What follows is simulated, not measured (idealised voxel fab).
Process module heading - voxel fin reveal
Pictured: cross-section cut, 200 nm wide, on a grid of 5 nm square cells.
For the purposes of this document, a cross-section shall be understood as a grid of square cells, specified as bands listed in top-to-bottom order, each band consisting of one or more rows of cells.
Band: top and bottom heights (nm) first, top before bottom; then materials from left to right, widths in nm. "everywhere" marks a sole material filling the band edge to edge. "blank" denotes empty space.
Zero point of the height axis is 0; under it, received wafer = one material. Lowest band: continues down indefinitely, "0..down".
A width such as "30->40" changes by the same amount from each row of cells to the next, from the band's top row to its bottom row.
You'll sometimes find "remained the same" written for a step, and that's the way of saying that nowhere in the cross-section did a cell change during that step.
The label "Closed internal cavities" introduces a list of the empty spaces, 8 cells or larger, that have no open way up to the top; each entry in it reads width x height at distance, where the distance is taken from the left edge and all three are stated in nm.
Note: text after step settings on the step line = simulator remark on that step.
A step's line can hold "overlay nm"; with a mask on that step, the setting says how far right of the planned place the mask lay, while a negative setting says it lay to the left.

# This section lists the process steps that were planned
1) RECEIVE: material Si
2) CONFORMAL_DEP: material SiN, thk nm 5
3) MASKED_ETCH: tone cover, mask id FINS, width nm 15, pitch nm 40, etch materials SiN, depth nm 5, overlay nm 0
4) MASKED_ETCH: tone cover, mask id FINS, width nm 15, pitch nm 40, etch materials Si, depth nm 40, overlay nm 0
5) OXIDIZE: depth nm 5
6) FILL_DEP: material SiO2, thk nm 5
7) CMP: height nm 5
8) SELECTIVE_ETCH: etch materials SiO2, depth nm 20
9) STRIP: etch materials SiN

# Of two wafers, the first: run according to plan

# Incoming wafer in cross-section (state: after step 1)
0..down = Si everywhere
Closed internal cavities: none

# After step 2: wafer cross-section
5..0 = SiN everywhere
Everything below 0 is unchanged.

# After step 3: wafer cross-section
5..0 = blank 50 nm | SiN 15 nm | blank 25 nm | SiN 15 nm | blank 25 nm | SiN 15 nm | blank 55 nm
Everything below 0 is unchanged.

# After step 4: wafer cross-section
5..0 = blank 50 nm | SiN 15 nm | blank 25 nm | SiN 15 nm | blank 25 nm | SiN 15 nm | blank 55 nm
0..-40 = blank 50 nm | Si 15 nm | blank 25 nm | Si 15 nm | blank 25 nm | Si 15 nm | blank 55 nm
Everything below -40 is unchanged.

# After step 5: wafer cross-section
5..0 = blank 50 nm | SiN 15 nm | blank 25 nm | SiN 15 nm | blank 25 nm | SiN 15 nm | blank 55 nm
0..-40 = blank 50 nm | SiO2 5 nm | Si 5 nm | SiO2 5 nm | blank 25 nm | SiO2 5 nm | Si 5 nm | SiO2 5 nm | blank 25 nm | SiO2 5 nm | Si 5 nm | SiO2 5 nm | blank 55 nm
-40..-45 = SiO2 55 nm | Si 5 nm | SiO2 35 nm | Si 5 nm | SiO2 35 nm | Si 5 nm | SiO2 60 nm
Everything below -45 is unchanged.

# After step 6: wafer cross-section
10..5 = SiO2 everywhere
5..0 = SiO2 50 nm | SiN 15 nm | SiO2 25 nm | SiN 15 nm | SiO2 25 nm | SiN 15 nm | SiO2 55 nm
0..-45 = SiO2 55 nm | Si 5 nm | SiO2 35 nm | Si 5 nm | SiO2 35 nm | Si 5 nm | SiO2 60 nm
Everything below -45 is unchanged.

# After step 7: wafer cross-section
5..0 = SiO2 50 nm | SiN 15 nm | SiO2 25 nm | SiN 15 nm | SiO2 25 nm | SiN 15 nm | SiO2 55 nm
Everything below 0 is unchanged.

# After step 8: wafer cross-section
5..0 = blank 50 nm | SiN 15 nm | blank 25 nm | SiN 15 nm | blank 25 nm | SiN 15 nm | blank 55 nm
0..-15 = blank 55 nm | Si 5 nm | blank 35 nm | Si 5 nm | blank 35 nm | Si 5 nm | blank 60 nm
Everything below -15 is unchanged.

# After step 9: wafer cross-section
0..-15 = blank 55 nm | Si 5 nm | blank 35 nm | Si 5 nm | blank 35 nm | Si 5 nm | blank 60 nm
Everything below -15 is unchanged.

# Okay, second wafer. Nothing different at the start, nothing different in the plan, just one mistake somewhere in the running. As far as step 2, counting that step, it's the first wafer all over again

# What the second wafer looks like in cross-section when step 3 should have wrapped up
5..0 = blank 45 nm | SiN 15 nm | blank 25 nm | SiN 15 nm | blank 25 nm | SiN 15 nm | blank 60 nm
Everything below 0 is unchanged.

# What the second wafer looks like in cross-section when step 4 should have wrapped up
5..0 = blank 45 nm | SiN 15 nm | blank 25 nm | SiN 15 nm | blank 25 nm | SiN 15 nm | blank 60 nm
0..-40 = blank 45 nm | Si 20 nm | blank 20 nm | Si 20 nm | blank 20 nm | Si 20 nm | blank 55 nm
Everything below -40 is unchanged.

# What the second wafer looks like in cross-section when step 5 should have wrapped up
5..0 = blank 45 nm | SiN 15 nm | blank 25 nm | SiN 15 nm | blank 25 nm | SiN 15 nm | blank 60 nm
0..-5 = blank 45 nm | SiO2 5 nm | Si 5 nm | SiO2 10 nm | blank 20 nm | SiO2 5 nm | Si 5 nm | SiO2 10 nm | blank 20 nm | SiO2 5 nm | Si 5 nm | SiO2 10 nm | blank 55 nm
-5..-40 = blank 45 nm | SiO2 5 nm | Si 10 nm | SiO2 5 nm | blank 20 nm | SiO2 5 nm | Si 10 nm | SiO2 5 nm | blank 20 nm | SiO2 5 nm | Si 10 nm | SiO2 5 nm | blank 55 nm
-40..-45 = SiO2 50 nm | Si 10 nm | SiO2 30 nm | Si 10 nm | SiO2 30 nm | Si 10 nm | SiO2 60 nm
Everything below -45 is unchanged.

# What the second wafer looks like in cross-section when step 6 should have wrapped up
10..5 = SiO2 everywhere
5..0 = SiO2 45 nm | SiN 15 nm | SiO2 25 nm | SiN 15 nm | SiO2 25 nm | SiN 15 nm | SiO2 60 nm
0..-5 = SiO2 50 nm | Si 5 nm | SiO2 35 nm | Si 5 nm | SiO2 35 nm | Si 5 nm | SiO2 65 nm
-5..-45 = SiO2 50 nm | Si 10 nm | SiO2 30 nm | Si 10 nm | SiO2 30 nm | Si 10 nm | SiO2 60 nm
Everything below -45 is unchanged.

# What the second wafer looks like in cross-section when step 7 should have wrapped up
5..0 = SiO2 45 nm | SiN 15 nm | SiO2 25 nm | SiN 15 nm | SiO2 25 nm | SiN 15 nm | SiO2 60 nm
Everything below 0 is unchanged.

# What the second wafer looks like in cross-section when step 8 should have wrapped up
5..0 = blank 45 nm | SiN 15 nm | blank 25 nm | SiN 15 nm | blank 25 nm | SiN 15 nm | blank 60 nm
0..-5 = blank 50 nm | Si 5 nm | blank 35 nm | Si 5 nm | blank 35 nm | Si 5 nm | blank 65 nm
-5..-15 = blank 50 nm | Si 10 nm | blank 30 nm | Si 10 nm | blank 30 nm | Si 10 nm | blank 60 nm
Everything below -15 is unchanged.

# What the second wafer looks like in cross-section when step 9 should have wrapped up
0..-5 = blank 50 nm | Si 5 nm | blank 35 nm | Si 5 nm | blank 35 nm | Si 5 nm | blank 65 nm
Everything below -5 is unchanged.
So what did we get wrong on this run? step 3 did not happen as planned, as run it was MASKED_ETCH: tone cover, mask id FINS, width nm 15, pitch nm 40, etch materials SiN, depth nm 5, overlay nm -5
The second wafer ends with more or fewer cells of some materials than the first, per final count: Si: 24 more, SiO2: 18 fewer
